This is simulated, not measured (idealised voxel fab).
The process module presented herein is designated voxel self aligned vias.
The figure presents cross-section cut, which has a width of 170 nm and is divided into square cells with an edge length of 5 nm.
Cross-section spec: square-cell grid; bands listed top down; each band is one or more rows. Each band's line starts with the height of the band's top and of its bottom, in nm. Then come its materials from left to right, each with its width in nm. One material with "all across" fills the band from edge to edge. "blank" is empty space. A quick word on heights: they are counted from 0, and under that level the wafer as it came to us is one material throughout. The lowest band is different from the rest in having no bottom; it simply continues downward, written as in "0 -> down". A width such as "30->40" changes by the same amount from each row of cells to the next, from the band's top row to its bottom row. The designation "nothing altered", where it is given for a processing step, indicates that no cell of the cross-section was altered in the course of that step. Listed in "Unvented internal voids": every empty space of 8 or more cells without an open way to the top. Form: width x height at distance, the distance being from the left edge, all in nm. Past the settings on a step's line: simulator remark, on that step. When a step includes a mask, the "overlay nm" setting on its line states how far to the right of its planned place that mask lay, and negative values state how far to the left.

THE FOLLOWING LIST GIVES THE PLANNED PROCESS STEPS
| 1 | RECEIVE: material Si |
| 2 | CONFORMAL_DEP: material SiO2, thk nm 10 |
| 3 | CONFORMAL_DEP: material SiCN, thk nm 5 |
| 4 | DIRECTIONAL_DEP: material lowk, thk nm 20 |
| 5 | MASKED_ETCH: tone open, mask id LINES, width nm 20, pitch nm 70, etch materials lowk, depth nm 20, overlay nm 0 |
| 6 | CONFORMAL_DEP: material TiN, thk nm 5 |
| 7 | FILL_DEP: material Ru, thk nm 5 |
| 8 | CMP: height nm 35 |
| 9 | SELECTIVE_ETCH: etch materials W Ru TiN, depth nm 10 |
| 10 | FILL_DEP: material SiN, thk nm 10 |
| 11 | CMP: height nm 35 |
| 12 | DIRECTIONAL_DEP: material lowk, thk nm 15 |
| 13 | DIRECTIONAL_DEP: material aC, thk nm 10 |
| 14 | PATTERN: tone open, mask id VIAS, material resist, width nm 40, pitch nm 70, thk nm 25, overlay nm 0 |
| 15 | DIRECTIONAL_ETCH: etch materials aC, depth nm 10 |
| 16 | STRIP: etch materials resist |
| 17 | DIRECTIONAL_ETCH: etch materials lowk, depth nm 15 |
| 18 | DIRECTIONAL_ETCH: etch materials SiN, depth nm 10 |
| 19 | STRIP: etch materials aC |
| 20 | CONFORMAL_DEP: material TiN, thk nm 5 |
| 21 | FILL_DEP: material W, thk nm 10 |
| 22 | CMP: height nm 50 |
| 23 | CONFORMAL_DEP: material SiCN, thk nm 5 |

STEP 1 COMPLETE: CROSS-SECTION OF THE WAFER AS RECEIVED
* 0 -> down: Si all across
* Unvented internal voids: none

END-OF-MODULE XS, FIRST OF TWO WAFERS, RUN AS PLANNED
* 55 -> 50: SiCN all across
* 50 -> 40: lowk 30 nm, then TiN 5 nm, then W 30 nm, then TiN 5 nm, then lowk 30 nm, then TiN 5 nm, then W 30 nm, then TiN 5 nm, then lowk 30 nm
* 40 -> 30: lowk 30->40 nm, then TiN 15->5 nm, then W 10 nm, then TiN 15->5 nm, then lowk 30->50 nm, then TiN 15->5 nm, then W 10 nm, then TiN 15->5 nm, then lowk 30->40 nm
* 30 -> 25: lowk 40 nm, then TiN 20 nm, then lowk 50 nm, then TiN 20 nm, then lowk 40 nm
* 25 -> 20: lowk 40 nm, then TiN 5 nm, then Ru 10 nm, then TiN 5 nm, then lowk 50 nm, then TiN 5 nm, then Ru 10 nm, then TiN 5 nm, then lowk 40 nm
* 20 -> 15: lowk 40 nm, then TiN 20 nm, then lowk 50 nm, then TiN 20 nm, then lowk 40 nm
* 15 -> 10: SiCN all across
* 10 -> 0: SiO2 all across
* 0 -> down: Si all across
* Unvented internal voids: none

CROSS-SECTION OF THE LATTER OF THE TWO WAFERS AT MODULE COMPLETION. IT HAD AN IDENTICAL START AND AN IDENTICAL PLAN TO THE FORMER; IN RUNNING IT, ONE MISTAKE WAS MADE
* 55 -> 50: SiCN all across
* 50 -> 40: lowk 30 nm, then TiN 5 nm, then W 30 nm, then TiN 5 nm, then lowk 30 nm, then TiN 5 nm, then W 30 nm, then TiN 5 nm, then lowk 30 nm
* 40 -> 35: lowk 30 nm, then TiN 40 nm, then lowk 30 nm, then TiN 40 nm, then lowk 30 nm
* 35 -> 20: lowk 40 nm, then TiN 5 nm, then SiO2 10 nm, then TiN 5 nm, then lowk 50 nm, then TiN 5 nm, then SiO2 10 nm, then TiN 5 nm, then lowk 40 nm
* 20 -> 15: lowk 40 nm, then TiN 20 nm, then lowk 50 nm, then TiN 20 nm, then lowk 40 nm
* 15 -> 10: SiCN all across
* 10 -> 0: SiO2 all across
* 0 -> down: Si all across
* Unvented internal voids: none
Misprocessing identified: step 7 was run on a setting that differed from the plan, and what really ran there is FILL_DEP: material SiO2, thk nm 5
Wrapping up, a cell-based count of both wafers puts the second over or under the first for these materials: Ru: 4 fewer | SiO2: 12 more | W: 8 fewer
